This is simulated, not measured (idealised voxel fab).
Herein follows the process module entitled voxel self aligned contacts.
The cross-section shown here is cut; it is 210 nm wide and divided into square cells measuring 5 nm on a side.
Notation: cross-section as square-cell grid; stated in bands, top first, going down; one or more cell rows per band. Top, bottom (nm), then materials left to right with widths (nm); lone material tagged "full width" fills the whole band edge to edge; "blank" = empty space. Note: height 0 marks the level under which the wafer is uniformly one material as received. Lowest band unbounded below, written "top 0, no bottom". The expression "30->40" gives the width at the extremes of the band, the first number at its top row of cells and the second at its bottom row, with the width changing by equal amounts from each row to the next in between. "all unchanged" means the step left every cell of the cross-section as it was. Closed-off voids of 8+ cells (no open route to the top) go in "Trapped cavities", written width x height at distance from the left edge, in nm. What comes after the settings on a step's line is commentary from the simulator itself on that step. Steps that use a mask can have "overlay nm" on their line. It says how far the mask sat to the right of where it was meant to be. Negative means to the left.
## The process steps that were planned are listed below
1. op RECEIVE | material Si
2. op CONFORMAL_DEP | material SiO2 | thk nm 5
3. op DIRECTIONAL_DEP | material polySi | thk nm 20
4. op DIRECTIONAL_DEP | material SiN | thk nm 15
5. op DIRECTIONAL_DEP | material aC | thk nm 10
6. op PATTERN | tone cover | mask id GATE | material resist | width nm 35 | pitch nm 60 | thk nm 30 | overlay nm 0
7. op DIRECTIONAL_ETCH | etch materials aC | depth nm 10
8. op STRIP | etch materials resist
9. op DIRECTIONAL_ETCH | etch materials SiN | depth nm 15
10. op DIRECTIONAL_ETCH | etch materials polySi | depth nm 20
11. op STRIP | etch materials aC
12. op CONFORMAL_DEP | material SiN | thk nm 5
13. op DIRECTIONAL_ETCH | etch materials SiN | depth nm 5
14. op FILL_DEP | material SiO2 | thk nm 15
15. op CMP | height nm 50
16. op PATTERN | tone open | mask id CONTACT | material resist | width nm 35 | thk nm 20 | overlay nm -15
17. op DIRECTIONAL_ETCH | etch materials SiO2 | depth nm 50
18. op STRIP | etch materials resist
19. op CONFORMAL_DEP | material TiN | thk nm 5
20. op FILL_DEP | material W | thk nm 5
21. op CMP | height nm 50
22. op CONFORMAL_DEP | material SiN | thk nm 5
The plan's step 16 overlay nm is the first wafer's value; the wafers differ in this setting and start identical.
## After step 1, as received: first of several wafers, cross-section
- top 0, no bottom: Si full width
- Trapped cavities: none
## End of the module, past its last step, step 22: how the first of several wafers looks in cross-section
- top 55, bottom 50: SiN full width
- top 50, bottom 45: 70 of SiO2 | 5 of TiN | 25 of W | 5 of TiN | 105 of SiO2
- top 45, bottom 40: 70 of SiO2 | 35 of TiN | 105 of SiO2
- top 40, bottom 25: 50 of SiO2 | 45 of SiN | 10 of TiN | 5 of SiO2 | 45 of SiN | 55 of SiO2
- top 25, bottom 5: 50 of SiO2 | 5 of SiN | 35 of polySi | 5 of SiN | 10 of TiN | 5 of SiO2 | 5 of SiN | 35 of polySi | 5 of SiN | 55 of SiO2
- top 5, bottom 0: 95 of SiO2 | 10 of TiN | 105 of SiO2
- top 0, no bottom: Si full width
- Trapped cavities: none
## The module's end: a cross-section of the last wafer
- top 55, bottom 50: SiN full width
- top 50, bottom 45: 100 of SiO2 | 5 of TiN | 25 of W | 5 of TiN | 75 of SiO2
- top 45, bottom 40: 100 of SiO2 | 35 of TiN | 75 of SiO2
- top 40, bottom 25: 50 of SiO2 | 45 of SiN | 5 of SiO2 | 10 of TiN | 45 of SiN | 55 of SiO2
- top 25, bottom 5: 50 of SiO2 | 5 of SiN | 35 of polySi | 5 of SiN | 5 of SiO2 | 10 of TiN | 5 of SiN | 35 of polySi | 5 of SiN | 55 of SiO2
- top 5, bottom 0: 100 of SiO2 | 10 of TiN | 100 of SiO2
- top 0, no bottom: Si full width
- Trapped cavities: none
## What follows is a table in which each wafer occupies a row; for the wafer as it stands at the close of the module, the row states, material by material, how many cells have been gained (+) or lost (-) since receipt, and then gives its closed voids
overlay nm -15 | +112 SiN | +264 SiO2 | +25 TiN | +5 W | +56 polySi | Trapped cavities: none
overlay nm -10 | +112 SiN | +256 SiO2 | +25 TiN | +13 W | +56 polySi | Trapped cavities: none
overlay nm -5 | +112 SiN | +256 SiO2 | +25 TiN | +13 W | +56 polySi | Trapped cavities: none
overlay nm 0 | +112 SiN | +256 SiO2 | +25 TiN | +13 W | +56 polySi | Trapped cavities: none
overlay nm 5 | +112 SiN | +256 SiO2 | +25 TiN | +13 W | +56 polySi | Trapped cavities: none
overlay nm 10 | +112 SiN | +256 SiO2 | +25 TiN | +13 W | +56 polySi | Trapped cavities: none
overlay nm 15 | +112 SiN | +264 SiO2 | +25 TiN | +5 W | +56 polySi | Trapped cavities: none
